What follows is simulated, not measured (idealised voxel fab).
process module | voxel transistor to metal
cross-section cut | 180 nm wide | cells 5 nm
A cross-section is a grid of square cells, given in bands from the top down. A band is one or more rows of cells.
Each band's line starts with the height of the band's top and of its bottom, in nm. Then come its materials from left to right, each with its width in nm. One material with "throughout" fills the band from edge to edge. "air" is empty space.
Height 0 is the level under which the wafer as received is all one material. The lowest band goes on downwards, as in "0 down".
A width such as "30 to 40" changes by the same amount from each row of cells to the next, from the band's top row to its bottom row.
"no change" after a step means that no cell of the cross-section changed.
closed voids: empty space of 8 cells or more with no open way to the top, each as width x height at its distance from the left edge, in nm
after a step's settings: what the simulator itself notes on the step
overlay nm, on a step with a mask: how far to the right of its planned place the mask lay; to the left if negative
plan
1 op RECEIVE | material Si
2 op CONFORMAL_DEP | material SiO2 | thk nm 5
3 op CONFORMAL_DEP | material SiN | thk nm 10
4 op MASKED_ETCH | tone cover | mask id ACTIVE | width nm 95 | etch materials SiN | depth nm 10 | overlay nm 0
5 op MASKED_ETCH | tone cover | mask id ACTIVE | width nm 105 | etch materials SiO2 | depth nm 5 | overlay nm 0
6 op MASKED_ETCH | tone cover | mask id ACTIVE | width nm 105 | etch materials Si | depth nm 35 | overlay nm 0
7 op FILL_DEP | material SiO2 | thk nm 15
8 op CMP | height nm 15
9 op SELECTIVE_ETCH | etch materials SiO2 | depth nm 5
10 op STRIP | etch materials SiN
11 op SELECTIVE_ETCH | etch materials SiO2 | depth nm 5
12 op OXIDIZE | depth nm 5
13 op DIRECTIONAL_DEP | material polySi | thk nm 20
14 op DIRECTIONAL_DEP | material SiCN | thk nm 10
15 op MASKED_ETCH | tone cover | mask id GATE | width nm 25 | etch materials SiCN | depth nm 20 | overlay nm 0
16 op MASKED_ETCH | tone cover | mask id GATE | width nm 25 | etch materials polySi | depth nm 30 | overlay nm 0
17 op CONFORMAL_DEP | material SiN | thk nm 10
18 op DIRECTIONAL_ETCH | etch materials SiN | depth nm 10
19 op DIRECTIONAL_ETCH | etch materials SiO2 | depth nm 5
20 op DIRECTIONAL_ETCH | etch materials Si | depth nm 10
21 op EPI | material nSi | thk nm 10
22 op FILL_DEP | material SiO2 | thk nm 5
23 op CMP | height nm 30
24 op DIRECTIONAL_DEP | material SiO2 | thk nm 15
25 op PATTERN | tone open | mask id CONTACT | material resist | width nm 30 | pitch nm 65 | thk nm 15 | overlay nm 0
26 op DIRECTIONAL_ETCH | etch materials SiO2 | depth nm 50
27 op STRIP | etch materials resist
28 op CONFORMAL_DEP | material TiN | thk nm 5
29 op FILL_DEP | material W | thk nm 5
30 op CMP | height nm 45
31 op CONFORMAL_DEP | material SiCN | thk nm 5
32 op DIRECTIONAL_DEP | material lowk | thk nm 25
33 op PATTERN | tone open | mask id METAL_1 | material resist | width nm 15 | pitch nm 80 | thk nm 20 | overlay nm 0
34 op DIRECTIONAL_ETCH | etch materials lowk | depth nm 25
35 op DIRECTIONAL_ETCH | etch materials SiCN | depth nm 5
36 op STRIP | etch materials resist
37 op CONFORMAL_DEP | material TiN | thk nm 5
38 op FILL_DEP | material W | thk nm 10
39 op CMP | height nm 75
40 op CONFORMAL_DEP | material SiCN | thk nm 5
41 op DIRECTIONAL_DEP | material SiO2 | thk nm 35
42 op MASKED_ETCH | tone open | mask id METAL_2 | width nm 15 | pitch nm 80 | etch materials SiO2 | depth nm 20 | overlay nm 0
43 op DIRECTIONAL_DEP | material aC | thk nm 10
44 op PATTERN | tone open | mask id METAL_2_HOLES | material resist | width nm 15 | pitch nm 80 | thk nm 25 | overlay nm 0
45 op DIRECTIONAL_ETCH | etch materials aC | depth nm 10
46 op STRIP | etch materials resist
47 op DIRECTIONAL_ETCH | etch materials SiO2 | depth nm 15
48 op DIRECTIONAL_ETCH | etch materials SiCN | depth nm 5
49 op STRIP | etch materials aC
50 op CONFORMAL_DEP | material TiN | thk nm 5
51 op FILL_DEP | material Cu | thk nm 10
52 op CMP | height nm 115
53 op CONFORMAL_DEP | material SiCN | thk nm 5
varied across the wafers: width nm of step 4. The plan shows the first wafer's value. All wafers start alike
first wafer as received, after step 1
  0 down: Si throughout
  closed voids: none
first wafer at the end, after step 53
  120 to 115: SiCN throughout
  115 to 80: SiO2 40 | TiN 5 | Cu 5 | TiN 5 | SiO2 65 | TiN 5 | Cu 5 | TiN 5 | SiO2 45
  80 to 75: SiCN 40 | TiN 15 | SiCN 65 | TiN 15 | SiCN 45
  75 to 50: lowk 40 | TiN 5 | W 5 | TiN 5 | lowk 65 | TiN 5 | W 5 | TiN 5 | lowk 45
  50 to 45: SiCN 40 | TiN 15 | SiCN 65 | TiN 15 | SiCN 45
  45 to 35: SiO2 40 | TiN 5 | W 20 | TiN 5 | SiO2 35 | TiN 5 | W 20 | TiN 5 | SiO2 45
  35 to 30: SiO2 40 | TiN 5 | W 15 | TiN 10 | SiO2 35 | TiN 10 | W 15 | TiN 5 | SiO2 45
  30 to 20: SiO2 40 | TiN 5 | W 15 | TiN 5 | SiN 10 | SiCN 25 | SiN 10 | TiN 5 | W 15 | TiN 5 | SiO2 45
  20 to 10: SiO2 40 | TiN 5 | W 15 | TiN 5 | SiN 10 | polySi 25 | SiN 10 | TiN 5 | W 15 | TiN 5 | SiO2 45
  10 to 5: SiO2 40 | TiN 25 | SiN 10 | polySi 25 | SiN 10 | TiN 25 | SiO2 45
  5 to 0: SiO2 35 | SiN 10 | nSi 20 | SiN 10 | polySi 25 | SiN 10 | nSi 20 | SiN 10 | SiO2 40
  0 to -5: SiO2 45 | nSi 20 | SiO2 45 | nSi 20 | SiO2 50
  -5 to -15: SiO2 35 | Si 10 | nSi 20 | Si 45 | nSi 20 | Si 10 | SiO2 40
  -15 to -35: SiO2 35 | Si 105 | SiO2 40
  -35 down: Si throughout
  closed voids: none
last wafer at the end
  120 to 115: SiCN throughout
  115 to 80: SiO2 40 | TiN 5 | Cu 5 | TiN 5 | SiO2 65 | TiN 5 | Cu 5 | TiN 5 | SiO2 45
  80 to 75: SiCN 40 | TiN 15 | SiCN 65 | TiN 15 | SiCN 45
  75 to 50: lowk 40 | TiN 5 | W 5 | TiN 5 | lowk 65 | TiN 5 | W 5 | TiN 5 | lowk 45
  50 to 45: SiCN 40 | TiN 15 | SiCN 65 | TiN 15 | SiCN 45
  45 to 35: SiO2 40 | TiN 5 | W 20 | TiN 5 | SiO2 35 | TiN 5 | W 20 | TiN 5 | SiO2 45
  35 to 30: SiO2 40 | TiN 5 | W 15 | TiN 10 | SiO2 35 | TiN 10 | W 15 | TiN 5 | SiO2 45
  30 to 20: SiO2 40 | TiN 5 | W 15 | TiN 5 | SiN 10 | SiCN 25 | SiN 10 | TiN 5 | W 15 | TiN 5 | SiO2 45
  20 to 10: SiO2 40 | TiN 5 | W 15 | TiN 5 | SiN 10 | polySi 25 | SiN 10 | TiN 5 | W 15 | TiN 5 | SiO2 45
  10 to 5: SiO2 40 | TiN 25 | SiN 10 | polySi 25 | SiN 10 | TiN 15 | W 5 | TiN 5 | SiO2 45
  5 to 0: SiO2 25 | SiN 10 | nSi 10 | TiN 10 | nSi 10 | SiN 10 | polySi 25 | SiN 10 | nSi 10 | TiN 5 | W 5 | TiN 5 | nSi 10 | SiN 10 | SiO2 25
  0 to -5: SiO2 35 | nSi 10 | TiN 10 | nSi 10 | SiO2 45 | nSi 10 | TiN 15 | nSi 10 | SiO2 35
  -5 to -15: SiO2 30 | Si 5 | nSi 30 | Si 45 | nSi 35 | Si 5 | SiO2 30
  -15 to -35: SiO2 30 | Si 120 | SiO2 30
  -35 down: Si throughout
  closed voids: none
each wafer at the end: cells of each material gained (+) or lost (-) since it was received, then its closed voids
width nm 95 | +14 Cu | -142 Si | +106 SiCN | +28 SiN | +500 SiO2 | +100 TiN | +56 W | +150 lowk | +32 nSi | +20 polySi | closed voids: none
width nm 100 | +14 Cu | -144 Si | +106 SiCN | +28 SiN | +498 SiO2 | +102 TiN | +56 W | +150 lowk | +34 nSi | +20 polySi | closed voids: none
width nm 105 | +14 Cu | -146 Si | +106 SiCN | +28 SiN | +496 SiO2 | +104 TiN | +56 W | +150 lowk | +36 nSi | +20 polySi | closed voids: none
width nm 110 | +14 Cu | -142 Si | +106 SiCN | +28 SiN | +488 SiO2 | +106 TiN | +56 W | +150 lowk | +38 nSi | +20 polySi | closed voids: none
width nm 115 | +14 Cu | -138 Si | +106 SiCN | +28 SiN | +480 SiO2 | +108 TiN | +56 W | +150 lowk | +40 nSi | +20 polySi | closed voids: none
width nm 120 | +14 Cu | -134 Si | +106 SiCN | +28 SiN | +472 SiO2 | +108 TiN | +58 W | +150 lowk | +42 nSi | +20 polySi | closed voids: none
